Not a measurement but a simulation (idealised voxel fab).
This section sets out a process module, namely voxel trench capacitor.
The width of the displayed cross-section, cut, is 290 nm; its cells are square, with a size of 5 nm.
The cross-sections in this document take the form of a grid made of square cells. They are written out as bands, in order from top to bottom. Each band consists of one or more rows of cells. Each band's line starts with the height of the band's top and of its bottom, in nm. Then come its materials from left to right, each with its width in nm. One material with "everywhere" fills the band from edge to edge. "air" is empty space. The level at which height equals 0 is the one under which the wafer, as it arrives, is entirely one material. No lower edge exists for the bottom band, which continues downward and is notated as in "0 and below". Think of "30->40" as a width that walks from the first number to the second as you go down the band, top row to bottom row, taking equal-sized steps from row to row. Basically "nothing got changed" means that step didn't change any cell in the cross-section. Basically, "Enclosed void inventory" tells you about the enclosed voids: empty spaces with no open way to the top, 8 cells or bigger, each written width x height at distance, where distance is from the left edge, all in nm. Step line, after settings: the simulator's comment on this step. Steps that use a mask can have "overlay nm" on their line. It says how far the mask sat to the right of where it was meant to be. Negative means to the left.

So here's the lineup of process steps we planned:
| 1 | RECEIVE (material Si) |
| 2 | CONFORMAL_DEP (material SiN; thk nm 5) |
| 3 | DIRECTIONAL_DEP (material aC; thk nm 10) |
| 4 | PATTERN (tone open; mask id TRENCH; material resist; width nm 30; pitch nm 55; thk nm 25; overlay nm 0) |
| 5 | DIRECTIONAL_ETCH (etch materials aC; depth nm 10) |
| 6 | STRIP (etch materials resist) |
| 7 | DIRECTIONAL_ETCH (etch materials SiN; depth nm 5) |
| 8 | DIRECTIONAL_ETCH (etch materials Si; depth nm 30) |
| 9 | STRIP (etch materials aC) |
| 10 | CONFORMAL_DEP (material HfO2; thk nm 5) |
| 11 | CONFORMAL_DEP (material TiN; thk nm 5) |
| 12 | FILL_DEP (material W; thk nm 5) |
| 13 | CMP (height nm 5) |
Every wafer here starts from the same state; it is the step 8 depth nm that distinguishes them, and the value the plan gives belongs to the first wafer.

After step 1, as received: first of several wafers, cross-section:
    0 and below: Si everywhere
    Enclosed void inventory: none

Per wafer, end of module: cells gained (+) or lost (-) per material since receipt, then closed voids:
depth nm 30, +72 HfO2, -144 Si, +34 SiN, +56 TiN, +40 W, Enclosed void inventory: none
depth nm 35, +80 HfO2, -168 Si, +34 SiN, +64 TiN, +48 W, Enclosed void inventory: none
depth nm 40, +88 HfO2, -192 Si, +34 SiN, +72 TiN, +56 W, Enclosed void inventory: none
depth nm 45, +96 HfO2, -216 Si, +34 SiN, +80 TiN, +64 W, Enclosed void inventory: none
depth nm 50, +104 HfO2, -240 Si, +34 SiN, +88 TiN, +72 W, Enclosed void inventory: none
depth nm 55, +112 HfO2, -264 Si, +34 SiN, +96 TiN, +80 W, Enclosed void inventory: none
